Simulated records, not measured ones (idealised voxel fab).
process module | voxel spacer lines
cross-section cut | 270 nm wide | cells 5 nm
A cross-section is a grid of square cells, given in bands from the top down. A band is one or more rows of cells.
Each band's line starts with the height of the band's top and of its bottom, in nm. Then come its materials from left to right, each with its width in nm. One material with "throughout" fills the band from edge to edge. "air" is empty space.
Height 0 is the level under which the wafer as received is all one material. The lowest band goes on downwards, as in "0 down".
A width such as "30 to 40" changes by the same amount from each row of cells to the next, from the band's top row to its bottom row.
"no change" after a step means that no cell of the cross-section changed.
closed voids: empty space of 8 cells or more with no open way to the top, each as width x height at its distance from the left edge, in nm
after a step's settings: what the simulator itself notes on the step
overlay nm, on a step with a mask: how far to the right of its planned place the mask lay; to the left if negative
plan
1 op RECEIVE | material Si
2 op CONFORMAL_DEP | material SiO2 | thk nm 10
3 op DIRECTIONAL_DEP | material W | thk nm 20
4 op DIRECTIONAL_DEP | material polySi | thk nm 25
5 op PATTERN | tone cover | mask id MANDREL | material resist | width nm 15 | pitch nm 60 | thk nm 35 | overlay nm 0
6 op DIRECTIONAL_ETCH | etch materials polySi | depth nm 25
7 op STRIP | etch materials resist
8 op CONFORMAL_DEP | material SiN | thk nm 15
9 op DIRECTIONAL_ETCH | etch materials SiN | depth nm 15
10 op STRIP | etch materials polySi
11 op DIRECTIONAL_ETCH | etch materials W | depth nm 20
12 op STRIP | etch materials SiN
13 op FILL_DEP | material lowk | thk nm 5
14 op CMP | height nm 30
first wafer, as planned
as received, after step 1
  0 down: Si throughout
  closed voids: none
after step 2
  10 to 0: SiO2 throughout
  below 0: unchanged
after step 3
  30 to 10: W throughout
  below 10: unchanged
after step 4
  55 to 30: polySi throughout
  below 30: unchanged
after step 5
  90 to 55: air 65 | resist 15 | air 45 | resist 15 | air 45 | resist 15 | air 70
  below 55: unchanged
after step 6
  90 to 55: air 65 | resist 15 | air 45 | resist 15 | air 45 | resist 15 | air 70
  55 to 30: air 65 | polySi 15 | air 45 | polySi 15 | air 45 | polySi 15 | air 70
  below 30: unchanged
after step 7
  55 to 30: air 65 | polySi 15 | air 45 | polySi 15 | air 45 | polySi 15 | air 70
  below 30: unchanged
after step 8
  70 to 55: air 50 | SiN 45 | air 15 | SiN 45 | air 15 | SiN 45 | air 55
  55 to 45: air 50 | SiN 15 | polySi 15 | SiN 15 | air 15 | SiN 15 | polySi 15 | SiN 15 | air 15 | SiN 15 | polySi 15 | SiN 15 | air 55
  45 to 30: SiN 65 | polySi 15 | SiN 45 | polySi 15 | SiN 45 | polySi 15 | SiN 70
  below 30: unchanged
after step 9
  55 to 30: air 50 | SiN 15 | polySi 15 | SiN 15 | air 15 | SiN 15 | polySi 15 | SiN 15 | air 15 | SiN 15 | polySi 15 | SiN 15 | air 55
  below 30: unchanged
after step 10
  55 to 30: air 50 | SiN 15 | air 15 | SiN 15 | air 15 | SiN 15 | air 15 | SiN 15 | air 15 | SiN 15 | air 15 | SiN 15 | air 55
  below 30: unchanged
after step 11
  55 to 30: air 50 | SiN 15 | air 15 | SiN 15 | air 15 | SiN 15 | air 15 | SiN 15 | air 15 | SiN 15 | air 15 | SiN 15 | air 55
  30 to 10: air 50 | W 15 | air 15 | W 15 | air 15 | W 15 | air 15 | W 15 | air 15 | W 15 | air 15 | W 15 | air 55
  below 10: unchanged
after step 12
  30 to 10: air 50 | W 15 | air 15 | W 15 | air 15 | W 15 | air 15 | W 15 | air 15 | W 15 | air 15 | W 15 | air 55
  below 10: unchanged
after step 13
  35 to 30: lowk throughout
  30 to 10: lowk 50 | W 15 | lowk 15 | W 15 | lowk 15 | W 15 | lowk 15 | W 15 | lowk 15 | W 15 | lowk 15 | W 15 | lowk 55
  below 10: unchanged
after step 14
  30 to 10: lowk 50 | W 15 | lowk 15 | W 15 | lowk 15 | W 15 | lowk 15 | W 15 | lowk 15 | W 15 | lowk 15 | W 15 | lowk 55
  below 10: unchanged
second wafer: like start, like plan, one mistake. Through step 4 it matches the first wafer
when step 5 should have ended
  90 to 55: air 75 | resist 15 | air 45 | resist 15 | air 45 | resist 15 | air 60
  below 55: unchanged
when step 6 should have ended
  90 to 55: air 75 | resist 15 | air 45 | resist 15 | air 45 | resist 15 | air 60
  55 to 30: air 75 | polySi 15 | air 45 | polySi 15 | air 45 | polySi 15 | air 60
  below 30: unchanged
when step 7 should have ended
  55 to 30: air 75 | polySi 15 | air 45 | polySi 15 | air 45 | polySi 15 | air 60
  below 30: unchanged
when step 8 should have ended
  70 to 55: air 60 | SiN 45 | air 15 | SiN 45 | air 15 | SiN 45 | air 45
  55 to 45: air 60 | SiN 15 | polySi 15 | SiN 15 | air 15 | SiN 15 | polySi 15 | SiN 15 | air 15 | SiN 15 | polySi 15 | SiN 15 | air 45
  45 to 30: SiN 75 | polySi 15 | SiN 45 | polySi 15 | SiN 45 | polySi 15 | SiN 60
  below 30: unchanged
when step 9 should have ended
  55 to 30: air 60 | SiN 15 | polySi 15 | SiN 15 | air 15 | SiN 15 | polySi 15 | SiN 15 | air 15 | SiN 15 | polySi 15 | SiN 15 | air 45
  below 30: unchanged
when step 10 should have ended
  55 to 30: air 60 | SiN 15 | air 15 | SiN 15 | air 15 | SiN 15 | air 15 | SiN 15 | air 15 | SiN 15 | air 15 | SiN 15 | air 45
  below 30: unchanged
when step 11 should have ended
  55 to 30: air 60 | SiN 15 | air 15 | SiN 15 | air 15 | SiN 15 | air 15 | SiN 15 | air 15 | SiN 15 | air 15 | SiN 15 | air 45
  30 to 10: air 60 | W 15 | air 15 | W 15 | air 15 | W 15 | air 15 | W 15 | air 15 | W 15 | air 15 | W 15 | air 45
  below 10: unchanged
when step 12 should have ended
  30 to 10: air 60 | W 15 | air 15 | W 15 | air 15 | W 15 | air 15 | W 15 | air 15 | W 15 | air 15 | W 15 | air 45
  below 10: unchanged
when step 13 should have ended
  35 to 30: lowk throughout
  30 to 10: lowk 60 | W 15 | lowk 15 | W 15 | lowk 15 | W 15 | lowk 15 | W 15 | lowk 15 | W 15 | lowk 15 | W 15 | lowk 45
  below 10: unchanged
when step 14 should have ended
  30 to 10: lowk 60 | W 15 | lowk 15 | W 15 | lowk 15 | W 15 | lowk 15 | W 15 | lowk 15 | W 15 | lowk 15 | W 15 | lowk 45
  below 10: unchanged
what went wrong: step 5 ran as: op PATTERN | tone cover | mask id MANDREL | material resist | width nm 15 | pitch nm 60 | thk nm 35 | overlay nm 10
at the end the second wafer has, in cells: as many of each material as the first, in other places
